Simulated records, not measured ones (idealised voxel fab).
process module | voxel gate over fins
cross-section cut | 270 nm wide | cells 5 nm
A cross-section is a grid of square cells, given in bands from the top down. A band is one or more rows of cells.
Each band's line starts with the height of the band's top and of its bottom, in nm. Then come its materials from left to right, each with its width in nm. One material with "throughout" fills the band from edge to edge. "air" is empty space.
Height 0 is the level under which the wafer as received is all one material. The lowest band goes on downwards, as in "0 down".
A width such as "30 to 40" changes by the same amount from each row of cells to the next, from the band's top row to its bottom row.
"no change" after a step means that no cell of the cross-section changed.
closed voids: empty space of 8 cells or more with no open way to the top, each as width x height at its distance from the left edge, in nm
after a step's settings: what the simulator itself notes on the step
overlay nm, on a step with a mask: how far to the right of its planned place the mask lay; to the left if negative
plan
1 op RECEIVE | material Si
2 op CONFORMAL_DEP | material SiN | thk nm 5
3 op DIRECTIONAL_DEP | material aC | thk nm 10
4 op PATTERN | tone cover | mask id FINS | material resist | width nm 15 | pitch nm 50 | thk nm 30 | overlay nm 0
5 op DIRECTIONAL_ETCH | etch materials aC | depth nm 10
6 op STRIP | etch materials resist
7 op DIRECTIONAL_ETCH | etch materials SiN | depth nm 5
8 op DIRECTIONAL_ETCH | etch materials Si | depth nm 40
9 op STRIP | etch materials aC
10 op FILL_DEP | material SiO2 | thk nm 5
11 op CMP | height nm 5
12 op PATTERN | tone open | mask id RAIL | material resist | width nm 15 | thk nm 20 | overlay nm 0
13 op DIRECTIONAL_ETCH | etch materials SiO2 | depth nm 40
14 op STRIP | etch materials resist
15 op CONFORMAL_DEP | material TiN | thk nm 5
16 op FILL_DEP | material W | thk nm 5
17 op CMP | height nm 5
18 op SELECTIVE_ETCH | etch materials W Ru TiN | depth nm 20
19 op FILL_DEP | material SiO2 | thk nm 5
20 op CMP | height nm 5
21 op SELECTIVE_ETCH | etch materials SiO2 | depth nm 15
22 op STRIP | etch materials SiN
23 op CONFORMAL_DEP | material HfO2 | thk nm 5
24 op CONFORMAL_DEP | material TiN | thk nm 5
25 op FILL_DEP | material W | thk nm 10
26 op CMP | height nm 15
27 op CONFORMAL_DEP | material SiCN | thk nm 5
first wafer, as planned
as received, after step 1
  0 down: Si throughout
  closed voids: none
after step 2
  5 to 0: SiN throughout
  below 0: unchanged
after step 3
  15 to 5: aC throughout
  below 5: unchanged
after step 4
  45 to 15: air 100 | resist 15 | air 35 | resist 15 | air 105
  below 15: unchanged
after step 5
  35 to 15: air 100 | resist 15 | air 35 | resist 15 | air 105
  15 to 5: air 100 | aC 15 | air 35 | aC 15 | air 105
  below 5: unchanged
after step 6
  15 to 5: air 100 | aC 15 | air 35 | aC 15 | air 105
  below 5: unchanged
after step 7
  15 to 5: air 100 | aC 15 | air 35 | aC 15 | air 105
  5 to 0: air 100 | SiN 15 | air 35 | SiN 15 | air 105
  below 0: unchanged
after step 8
  15 to 5: air 100 | aC 15 | air 35 | aC 15 | air 105
  5 to 0: air 100 | SiN 15 | air 35 | SiN 15 | air 105
  0 to -40: air 100 | Si 15 | air 35 | Si 15 | air 105
  below -40: unchanged
after step 9
  5 to 0: air 100 | SiN 15 | air 35 | SiN 15 | air 105
  below 0: unchanged
after step 10
  10 to 5: SiO2 throughout
  5 to 0: SiO2 100 | SiN 15 | SiO2 35 | SiN 15 | SiO2 105
  0 to -40: SiO2 100 | Si 15 | SiO2 35 | Si 15 | SiO2 105
  below -40: unchanged
after step 11
  5 to 0: SiO2 100 | SiN 15 | SiO2 35 | SiN 15 | SiO2 105
  below 0: unchanged
after step 12
  25 to 5: resist 125 | air 15 | resist 130
  below 5: unchanged
after step 13
  25 to 5: resist 125 | air 15 | resist 130
  5 to 0: SiO2 100 | SiN 15 | SiO2 10 | air 15 | SiO2 10 | SiN 15 | SiO2 105
  0 to -35: SiO2 100 | Si 15 | SiO2 10 | air 15 | SiO2 10 | Si 15 | SiO2 105
  below -35: unchanged
after step 14
  5 to 0: SiO2 100 | SiN 15 | SiO2 10 | air 15 | SiO2 10 | SiN 15 | SiO2 105
  below 0: unchanged
after step 15
  10 to 5: TiN 130 | air 5 | TiN 135
  5 to 0: SiO2 100 | SiN 15 | SiO2 10 | TiN 5 | air 5 | TiN 5 | SiO2 10 | SiN 15 | SiO2 105
  0 to -30: SiO2 100 | Si 15 | SiO2 10 | TiN 5 | air 5 | TiN 5 | SiO2 10 | Si 15 | SiO2 105
  -30 to -35: SiO2 100 | Si 15 | SiO2 10 | TiN 15 | SiO2 10 | Si 15 | SiO2 105
  below -35: unchanged
after step 16
  15 to 10: W throughout
  10 to 5: TiN 130 | W 5 | TiN 135
  5 to 0: SiO2 100 | SiN 15 | SiO2 10 | TiN 5 | W 5 | TiN 5 | SiO2 10 | SiN 15 | SiO2 105
  0 to -30: SiO2 100 | Si 15 | SiO2 10 | TiN 5 | W 5 | TiN 5 | SiO2 10 | Si 15 | SiO2 105
  below -30: unchanged
after step 17
  5 to 0: SiO2 100 | SiN 15 | SiO2 10 | TiN 5 | W 5 | TiN 5 | SiO2 10 | SiN 15 | SiO2 105
  below 0: unchanged
after step 18
  5 to 0: SiO2 100 | SiN 15 | SiO2 10 | air 15 | SiO2 10 | SiN 15 | SiO2 105
  0 to -15: SiO2 100 | Si 15 | SiO2 10 | air 15 | SiO2 10 | Si 15 | SiO2 105
  below -15: unchanged
after step 19
  10 to 5: SiO2 throughout
  5 to 0: SiO2 100 | SiN 15 | SiO2 35 | SiN 15 | SiO2 105
  0 to -15: SiO2 100 | Si 15 | SiO2 35 | Si 15 | SiO2 105
  below -15: unchanged
after step 20
  5 to 0: SiO2 100 | SiN 15 | SiO2 35 | SiN 15 | SiO2 105
  below 0: unchanged
after step 21
  5 to 0: air 100 | SiN 15 | air 35 | SiN 15 | air 105
  0 to -10: air 100 | Si 15 | air 35 | Si 15 | air 105
  below -10: unchanged
after step 22
  0 to -10: air 100 | Si 15 | air 35 | Si 15 | air 105
  below -10: unchanged
after step 23
  5 to 0: air 95 | HfO2 25 | air 25 | HfO2 25 | air 100
  0 to -5: air 95 | HfO2 5 | Si 15 | HfO2 5 | air 25 | HfO2 5 | Si 15 | HfO2 5 | air 100
  -5 to -10: HfO2 100 | Si 15 | HfO2 35 | Si 15 | HfO2 105
  below -10: unchanged
after step 24
  10 to 5: air 90 | TiN 35 | air 15 | TiN 35 | air 95
  5 to 0: air 90 | TiN 5 | HfO2 25 | TiN 5 | air 15 | TiN 5 | HfO2 25 | TiN 5 | air 95
  0 to -5: TiN 95 | HfO2 5 | Si 15 | HfO2 5 | TiN 25 | HfO2 5 | Si 15 | HfO2 5 | TiN 100
  below -5: unchanged
after step 25
  20 to 10: W throughout
  10 to 5: W 90 | TiN 35 | W 15 | TiN 35 | W 95
  5 to 0: W 90 | TiN 5 | HfO2 25 | TiN 5 | W 15 | TiN 5 | HfO2 25 | TiN 5 | W 95
  below 0: unchanged
after step 26
  15 to 10: W throughout
  below 10: unchanged
after step 27
  20 to 15: SiCN throughout
  below 15: unchanged
second wafer: like start, like plan, one mistake. Through step 23 it matches the first wafer
when step 24 should have ended
  10 to 5: air 90 | SiCN 35 | air 15 | SiCN 35 | air 95
  5 to 0: air 90 | SiCN 5 | HfO2 25 | SiCN 5 | air 15 | SiCN 5 | HfO2 25 | SiCN 5 | air 95
  0 to -5: SiCN 95 | HfO2 5 | Si 15 | HfO2 5 | SiCN 25 | HfO2 5 | Si 15 | HfO2 5 | SiCN 100
  below -5: unchanged
when step 25 should have ended
  20 to 10: W throughout
  10 to 5: W 90 | SiCN 35 | W 15 | SiCN 35 | W 95
  5 to 0: W 90 | SiCN 5 | HfO2 25 | SiCN 5 | W 15 | SiCN 5 | HfO2 25 | SiCN 5 | W 95
  below 0: unchanged
when step 26 should have ended
  15 to 10: W throughout
  below 10: unchanged
when step 27 should have ended
  20 to 15: SiCN throughout
  below 15: unchanged
what went wrong: step 24 ran as: op CONFORMAL_DEP | material SiCN | thk nm 5
at the end the second wafer has, in cells: 62 more of SiCN | 62 fewer of TiN
